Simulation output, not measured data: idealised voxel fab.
process module | voxel capacitor over wiring
cross-section cut | 170 nm wide | cells 5 nm
A cross-section is a grid of square cells, given in bands from the top down. A band is one or more rows of cells.
Each band's line starts with the height of the band's top and of its bottom, in nm. Then come its materials from left to right, each with its width in nm. One material with "throughout" fills the band from edge to edge. "air" is empty space.
Height 0 is the level under which the wafer as received is all one material. The lowest band goes on downwards, as in "0 down".
A width such as "30 to 40" changes by the same amount from each row of cells to the next, from the band's top row to its bottom row.
"no change" after a step means that no cell of the cross-section changed.
closed voids: empty space of 8 cells or more with no open way to the top, each as width x height at its distance from the left edge, in nm
after a step's settings: what the simulator itself notes on the step
overlay nm, on a step with a mask: how far to the right of its planned place the mask lay; to the left if negative
plan
1 op RECEIVE | material Si
2 op CONFORMAL_DEP | material SiO2 | thk nm 10
3 op DIRECTIONAL_DEP | material TiN | thk nm 5
4 op DIRECTIONAL_DEP | material Ru | thk nm 15
5 op DIRECTIONAL_DEP | material aC | thk nm 15
6 op PATTERN | tone cover | mask id METAL_1 | material resist | width nm 20 | pitch nm 80 | thk nm 35 | overlay nm 0
7 op DIRECTIONAL_ETCH | etch materials aC | depth nm 15
8 op STRIP | etch materials resist
9 op DIRECTIONAL_ETCH | etch materials Ru | depth nm 15
10 op DIRECTIONAL_ETCH | etch materials TiN | depth nm 5
11 op STRIP | etch materials aC
12 op FILL_DEP | material SiO2 | thk nm 10
13 op CMP | height nm 30
14 op CONFORMAL_DEP | material SiCN | thk nm 5
15 op DIRECTIONAL_DEP | material lowk | thk nm 15
16 op DIRECTIONAL_DEP | material aC | thk nm 15
17 op PATTERN | tone open | mask id PLUG_1 | material resist | width nm 15 | thk nm 30 | overlay nm 0
18 op DIRECTIONAL_ETCH | etch materials aC | depth nm 15
19 op STRIP | etch materials resist
20 op DIRECTIONAL_ETCH | etch materials lowk | depth nm 15
21 op DIRECTIONAL_ETCH | etch materials SiCN | depth nm 5
22 op STRIP | etch materials aC
23 op CONFORMAL_DEP | material TiN | thk nm 5
24 op FILL_DEP | material W | thk nm 5
25 op CMP | height nm 50
26 op DIRECTIONAL_DEP | material TiN | thk nm 10
27 op DIRECTIONAL_DEP | material SiN | thk nm 5
28 op DIRECTIONAL_DEP | material TiN | thk nm 10
29 op MASKED_ETCH | tone cover | mask id UPPER_PLATE | width nm 65 | etch materials TiN | depth nm 10 | overlay nm 0
30 op MASKED_ETCH | tone cover | mask id UPPER_PLATE | width nm 65 | etch materials SiN | depth nm 5 | overlay nm 0
31 op PATTERN | tone cover | mask id LOWER_PLATE | material resist | width nm 75 | thk nm 20 | overlay nm 0
32 op DIRECTIONAL_ETCH | etch materials TiN | depth nm 10
33 op STRIP | etch materials resist
34 op FILL_DEP | material SiO2 | thk nm 15
35 op CMP | height nm 85
36 op DIRECTIONAL_DEP | material aC | thk nm 15
37 op PATTERN | tone open | mask id PLUG_2 | material resist | width nm 15 | thk nm 30 | overlay nm 0
38 op DIRECTIONAL_ETCH | etch materials aC | depth nm 15
39 op STRIP | etch materials resist
40 op DIRECTIONAL_ETCH | etch materials SiO2 | depth nm 10
41 op STRIP | etch materials aC
42 op CONFORMAL_DEP | material TiN | thk nm 5
43 op FILL_DEP | material Cu | thk nm 5
44 op CMP | height nm 85
45 op CONFORMAL_DEP | material SiN | thk nm 5
as received, after step 1
  0 down: Si throughout
  closed voids: none
first wafer at the end, as planned
  90 to 85: SiN throughout
  85 to 80: SiO2 50 | TiN 5 | Cu 5 | TiN 5 | SiO2 105
  80 to 75: SiO2 50 | TiN 15 | SiO2 105
  75 to 65: SiO2 40 | TiN 65 | SiO2 65
  65 to 60: SiO2 40 | SiN 65 | SiO2 65
  60 to 50: SiO2 35 | TiN 75 | SiO2 60
  50 to 35: lowk 40 | TiN 5 | W 5 | TiN 5 | lowk 115
  35 to 30: SiCN 40 | TiN 15 | SiCN 115
  30 to 15: SiO2 35 | Ru 20 | SiO2 60 | Ru 20 | SiO2 35
  15 to 10: SiO2 35 | TiN 20 | SiO2 60 | TiN 20 | SiO2 35
  10 to 0: SiO2 throughout
  0 down: Si throughout
  closed voids: none
second wafer at the end: like start, like plan, one mistake
  90 to 85: SiN throughout
  85 to 80: Cu 45 | TiN 5 | SiO2 15 | TiN 5 | Cu 100
  80 to 75: TiN 50 | SiO2 15 | TiN 105
  75 to 65: SiO2 40 | TiN 65 | SiO2 65
  65 to 60: SiO2 40 | SiN 65 | SiO2 65
  60 to 50: SiO2 35 | TiN 75 | SiO2 60
  50 to 35: lowk 40 | TiN 5 | W 5 | TiN 5 | lowk 115
  35 to 30: SiCN 40 | TiN 15 | SiCN 115
  30 to 15: SiO2 35 | Ru 20 | SiO2 60 | Ru 20 | SiO2 35
  15 to 10: SiO2 35 | TiN 20 | SiO2 60 | TiN 20 | SiO2 35
  10 to 0: SiO2 throughout
  0 down: Si throughout
  closed voids: none
what went wrong: step 37 ran as: op PATTERN | tone cover | mask id PLUG_2 | material resist | width nm 15 | thk nm 30 | overlay nm 0
at the end the second wafer has, in cells: 28 more of Cu | 56 fewer of SiO2 | 28 more of TiN
